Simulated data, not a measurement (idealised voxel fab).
process module | voxel transistor to metal
Cross-section cut: width 205 nm, square cells of 5 nm.
Cross-sections here: square-cell grids, written as top-down lists of bands, a band being one or more rows of cells.
What a band's entry tells you: where the top is and where the bottom is, as heights in nm, and after that what lies inside, material by material from left to right, each with its width in nm. Empty space is written as the word "air", and a single material marked with the word "full width" occupies the band from edge to edge.
Measure heights from 0. That's the level where, below it, the as-received wafer is all one material. The lowest band is bottomless and extends downward; write it as in "top 0, no bottom".
The expression "30..40" gives the width at the extremes of the band, the first number at its top row of cells and the second at its bottom row, with the width changing by equal amounts from each row to the next in between.
"no change occurred", as given for a step, is the statement that not any cell of the cross-section underwent a change during that step.
"Closed internal voids" means: voids of 8 cells or more that are shut off from the top with no open way through. Written width x height at distance, distance from the left edge, in nm.
It should be noted that, on the line of a given step, the content following the step's settings is a remark produced by the simulator itself with respect to that step.
"overlay nm" on a masked step: distance the mask lay right of its planned place, negative for left.

Process steps - plan
- 1: RECEIVE: material Si
- 2: CONFORMAL_DEP: material SiO2, thk nm 5
- 3: CONFORMAL_DEP: material SiN, thk nm 15
- 4: MASKED_ETCH: tone cover, mask id ACTIVE, width nm 105, etch materials SiN, depth nm 15, overlay nm 0
- 5: MASKED_ETCH: tone cover, mask id ACTIVE, width nm 105, etch materials SiO2, depth nm 5, overlay nm 0
- 6: MASKED_ETCH: tone cover, mask id ACTIVE, width nm 105, etch materials Si, depth nm 35, overlay nm 0
- 7: FILL_DEP: material SiO2, thk nm 15
- 8: CMP: height nm 20
- 9: SELECTIVE_ETCH: etch materials SiO2, depth nm 5
- 10: STRIP: etch materials SiN
- 11: SELECTIVE_ETCH: etch materials SiO2, depth nm 5
- 12: OXIDIZE: depth nm 5
- 13: DIRECTIONAL_DEP: material polySi, thk nm 20
- 14: DIRECTIONAL_DEP: material SiCN, thk nm 15
- 15: DIRECTIONAL_DEP: material aC, thk nm 10
- 16: PATTERN: tone cover, mask id GATE, material resist, width nm 15, thk nm 30, overlay nm 0
- 17: DIRECTIONAL_ETCH: etch materials aC, depth nm 10
- 18: STRIP: etch materials resist
- 19: DIRECTIONAL_ETCH: etch materials SiCN, depth nm 25
- 20: DIRECTIONAL_ETCH: etch materials polySi, depth nm 30
- 21: STRIP: etch materials aC
- 22: CONFORMAL_DEP: material SiO2, thk nm 5
- 23: DIRECTIONAL_ETCH: etch materials SiO2, depth nm 5
- 24: CONFORMAL_DEP: material SiN, thk nm 5
- 25: DIRECTIONAL_ETCH: etch materials SiN, depth nm 5
- 26: DIRECTIONAL_ETCH: etch materials SiO2, depth nm 5
- 27: DIRECTIONAL_ETCH: etch materials Si, depth nm 15
- 28: EPI: material nSi, thk nm 15
- 29: FILL_DEP: material SiO2, thk nm 5
- 30: CMP: height nm 35
- 31: DIRECTIONAL_DEP: material SiO2, thk nm 15
- 32: DIRECTIONAL_DEP: material aC, thk nm 15
- 33: PATTERN: tone open, mask id CONTACT, material resist, width nm 35, pitch nm 60, thk nm 30, overlay nm 0
- 34: DIRECTIONAL_ETCH: etch materials aC, depth nm 15
- 35: STRIP: etch materials resist
- 36: DIRECTIONAL_ETCH: etch materials SiO2, depth nm 40
- 37: STRIP: etch materials aC
- 38: CONFORMAL_DEP: material TiN, thk nm 5
- 39: FILL_DEP: material Ru, thk nm 10
- 40: CMP: height nm 50
- 41: DIRECTIONAL_DEP: material TiN, thk nm 5
- 42: DIRECTIONAL_DEP: material W, thk nm 15
- 43: PATTERN: tone cover, mask id METAL_1, material resist, width nm 20, pitch nm 75, thk nm 15, overlay nm 0
- 44: DIRECTIONAL_ETCH: etch materials W, depth nm 15
- 45: DIRECTIONAL_ETCH: etch materials TiN, depth nm 5
- 46: STRIP: etch materials resist
- 47: FILL_DEP: material lowk, thk nm 5
- 48: CMP: height nm 70
- 49: CONFORMAL_DEP: material SiN, thk nm 5

Here's what the wafer looked like in cross-section when it arrived - that's after step 1
    top 0, no bottom: Si full width
    Closed internal voids: none

Figure: cross-sectional view of the wafer upon completion of the module, processed from the initial state and according to the plan depicted above, with one error introduced during execution
    top 75, bottom 70: SiN full width
    top 70, bottom 55: lowk: 55 | W: 20 | lowk: 55 | W: 20 | lowk: 55
    top 55, bottom 50: lowk: 55 | TiN: 20 | lowk: 55 | TiN: 20 | lowk: 55
    top 50, bottom 40: SiO2: 55 | TiN: 5 | Ru: 25 | TiN: 5 | SiO2: 25 | TiN: 5 | Ru: 25 | TiN: 5 | SiO2: 55
    top 40, bottom 35: SiO2: 55 | TiN: 5 | Ru: 20 | TiN: 10 | SiO2: 25 | TiN: 10 | Ru: 20 | TiN: 5 | SiO2: 55
    top 35, bottom 30: SiO2: 55 | TiN: 5 | Ru: 20 | TiN: 5 | SiN: 5 | SiO2: 5 | SiCN: 15 | SiO2: 5 | SiN: 5 | TiN: 5 | Ru: 20 | TiN: 5 | SiO2: 55
    top 30, bottom 15: SiO2: 55 | TiN: 5 | Ru: 20 | TiN: 5 | SiN: 5 | SiO2: 5 | polySi: 15 | SiO2: 5 | SiN: 5 | TiN: 5 | Ru: 20 | TiN: 5 | SiO2: 55
    top 15, bottom 10: SiO2: 55 | TiN: 30 | SiN: 5 | SiO2: 5 | polySi: 15 | SiO2: 5 | SiN: 5 | TiN: 30 | SiO2: 55
    top 10, bottom 0: SiO2 full width
    top 0, bottom -35: SiO2: 50 | Si: 105 | SiO2: 50
    top -35, no bottom: Si full width
    Closed internal voids: none
Finding, execution versus plan: step 3 of the plan was excluded from execution and never run
